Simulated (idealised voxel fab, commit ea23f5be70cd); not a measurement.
process module | voxel capacitor over wiring
cross-section cut | 155 nm wide | cells 5 nm
A cross-section is a grid of square cells, given in bands from the top down. A band is one or more rows of cells.
Each band's line starts with the height of the band's top and of its bottom, in nm. Then come its materials from left to right, each with its width in nm. One material with "throughout" fills the band from edge to edge. "air" is empty space.
Height 0 is the level under which the wafer as received is all one material. The lowest band goes on downwards, as in "0 down".
A width such as "30 to 40" changes by the same amount from each row of cells to the next, from the band's top row to its bottom row.
"no change" after a step means that no cell of the cross-section changed.
closed voids: empty space of 8 cells or more with no open way to the top, each as width x height at its distance from the left edge, in nm
after a step's settings: what the simulator itself notes on the step
overlay nm, on a step with a mask: how far to the right of its planned place the mask lay; to the left if negative
plan
1 op RECEIVE | material Si
2 op CONFORMAL_DEP | material SiO2 | thk nm 10
3 op CONFORMAL_DEP | material SiN | thk nm 5
4 op DIRECTIONAL_DEP | material SiO2 | thk nm 25
5 op DIRECTIONAL_DEP | material aC | thk nm 15
6 op PATTERN | tone open | mask id METAL_1 | material resist | width nm 20 | pitch nm 85 | thk nm 30 | overlay nm 0
7 op DIRECTIONAL_ETCH | etch materials aC | depth nm 15
8 op STRIP | etch materials resist
9 op DIRECTIONAL_ETCH | etch materials SiO2 | depth nm 25
10 op DIRECTIONAL_ETCH | etch materials SiN | depth nm 5
11 op STRIP | etch materials aC
12 op CONFORMAL_DEP | material TiN | thk nm 5
13 op FILL_DEP | material Cu | thk nm 5
14 op CMP | height nm 40
15 op CONFORMAL_DEP | material SiCN | thk nm 5
16 op DIRECTIONAL_DEP | material SiO2 | thk nm 15
17 op DIRECTIONAL_DEP | material aC | thk nm 15
18 op PATTERN | tone open | mask id PLUG_1 | material resist | width nm 15 | thk nm 30 | overlay nm 0
19 op DIRECTIONAL_ETCH | etch materials aC | depth nm 15
20 op STRIP | etch materials resist
21 op DIRECTIONAL_ETCH | etch materials SiO2 | depth nm 15
22 op DIRECTIONAL_ETCH | etch materials SiCN | depth nm 5
23 op STRIP | etch materials aC
24 op EPI | material Ru | thk nm 10
25 op EPI | material Ru | thk nm 10
26 op DIRECTIONAL_DEP | material TiN | thk nm 10
27 op DIRECTIONAL_DEP | material SiN | thk nm 5
28 op DIRECTIONAL_DEP | material TiN | thk nm 5
29 op PATTERN | tone cover | mask id UPPER_PLATE | material resist | width nm 70 | thk nm 15 | overlay nm 0
30 op DIRECTIONAL_ETCH | etch materials TiN | depth nm 5
31 op DIRECTIONAL_ETCH | etch materials SiN | depth nm 5
32 op STRIP | etch materials resist
33 op MASKED_ETCH | tone cover | mask id LOWER_PLATE | width nm 80 | etch materials TiN | depth nm 10 | overlay nm 0
34 op FILL_DEP | material SiO2 | thk nm 15
35 op CMP | height nm 90
36 op MASKED_ETCH | tone open | mask id PLUG_2 | width nm 15 | etch materials SiO2 | depth nm 10 | overlay nm 0
37 op CONFORMAL_DEP | material TiN | thk nm 5
38 op FILL_DEP | material Ru | thk nm 10
39 op CMP | height nm 90
40 op CONFORMAL_DEP | material SiCN | thk nm 5
as received, after step 1
  0 down: Si throughout
  closed voids: none
a wafer at the end: this start, this plan, one mistake
  95 to 90: SiCN throughout
  90 to 85: SiO2 40 | TiN 5 | Ru 5 | TiN 5 | SiO2 100
  85 to 75: SiO2 40 to 30 | TiN 15 to 70 | SiO2 100 to 55
  75 to 70: SiO2 30 | SiN 70 | SiO2 55
  70 to 60: SiO2 25 | TiN 80 | SiO2 50
  60 to 45: SiO2 30 | Ru 15 | SiO2 110
  45 to 40: SiCN 30 | Ru 15 | SiCN 110
  40 to 35: TiN 30 | Cu 10 | TiN 75 | Cu 10 | TiN 30
  35 to 10: SiO2 25 | TiN 5 | Cu 10 | TiN 5 | SiO2 65 | TiN 5 | Cu 10 | TiN 5 | SiO2 25
  10 to 5: SiN 25 | TiN 20 | SiN 65 | TiN 20 | SiN 25
  5 to 0: SiO2 throughout
  0 down: Si throughout
  closed voids: none
what went wrong: step 2 ran as: op CONFORMAL_DEP | material SiO2 | thk nm 5
